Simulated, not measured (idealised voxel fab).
Presented below is a process module, voxel ribs on slabs.
285 nm wide, 5 nm square cells: that's cross-section cut.
This document writes a cross-section as a grid whose cells are square, and gives it as bands, listed from the top down; one or more rows of cells form a band. Basically the band line says how high the top is and how high the bottom is, in nm, and then what's in it from left to right, every material with its width in nm. Empty space shows up as "empty", and if a single material carries "edge to edge" it runs the full band edge to edge. Heights from 0 (as-received wafer is one material below). Bottom band endless downward, as "top 0, no bottom". Width spec "30..40" -> top row of cells at first value, bottom row at second value, equal per-row change in between. "no change" means the step left every cell of the cross-section as it was. Any empty space of 8 cells or more lacking an open way to the top shows up in "Closed internal voids" as width x height at distance, distance from the left edge, in nm. Post-settings text on a step line: simulator's own remark regarding the step. Among the settings permitted on a step's line is "overlay nm"; applied to a step with a mask, it specifies the extent to which the mask lay to the right of its planned position, whereas a negative figure signifies a position to the left.
# Below is the list of planned process steps
1: RECEIVE, material Si
2: DIRECTIONAL_DEP, material SiO2, thk nm 30
3: DIRECTIONAL_DEP, material SiN, thk nm 5
4: PATTERN, tone cover, mask id RIB, material resist, width nm 25, thk nm 20, overlay nm 0
5: DIRECTIONAL_ETCH, etch materials SiN, depth nm 5
6: STRIP, etch materials resist
7: MASKED_ETCH, tone cover, mask id SLAB, width nm 55, etch materials SiN, depth nm 10, overlay nm 0
8: FILL_DEP, material SiO2, thk nm 20
9: CMP, height nm 55
10: DIRECTIONAL_DEP, material W, thk nm 10
11: MASKED_ETCH, tone cover, mask id HEATER, width nm 35, etch materials W, depth nm 10, overlay nm 0
12: CONFORMAL_DEP, material SiO2, thk nm 5
What sets these wafers apart? The thk nm at step 3. They all start alike, and the plan carries the first wafer's value.
# The first of several wafers, as received after step 1, seen in section
> top 0, no bottom = Si edge to edge
> Closed internal voids: none
# Cross-section of the first of several wafers once the module has run through its last step, step 12
> top 70, bottom 65 = 120 nm empty | 45 nm SiO2 | 120 nm empty
> top 65, bottom 60 = 120 nm empty | 5 nm SiO2 | 35 nm W | 5 nm SiO2 | 120 nm empty
> top 60, bottom 55 = 125 nm SiO2 | 35 nm W | 125 nm SiO2
> top 55, bottom 35 = SiO2 edge to edge
> top 35, bottom 30 = 130 nm SiO2 | 25 nm SiN | 130 nm SiO2
> top 30, bottom 0 = SiO2 edge to edge
> top 0, no bottom = Si edge to edge
> Closed internal voids: none
# Last wafer of the set, cross-sectioned at end of module
> top 70, bottom 65 = 120 nm empty | 45 nm SiO2 | 120 nm empty
> top 65, bottom 60 = 120 nm empty | 5 nm SiO2 | 35 nm W | 5 nm SiO2 | 120 nm empty
> top 60, bottom 55 = 125 nm SiO2 | 35 nm W | 125 nm SiO2
> top 55, bottom 45 = 115 nm SiO2 | 55 nm SiN | 115 nm SiO2
> top 45, bottom 30 = SiN edge to edge
> top 30, bottom 0 = SiO2 edge to edge
> top 0, no bottom = Si edge to edge
> Closed internal voids: none
# End of module, by wafer: material-by-material cell gain (+) or loss (-) since receipt, then closed voids
thk nm 5; +5 SiN; +683 SiO2; +14 W; Closed internal voids: none
thk nm 10; +16 SiN; +672 SiO2; +14 W; Closed internal voids: none
thk nm 15; +27 SiN; +661 SiO2; +14 W; Closed internal voids: none
thk nm 20; +84 SiN; +604 SiO2; +14 W; Closed internal voids: none
thk nm 25; +141 SiN; +547 SiO2; +14 W; Closed internal voids: none
thk nm 30; +193 SiN; +495 SiO2; +14 W; Closed internal voids: none
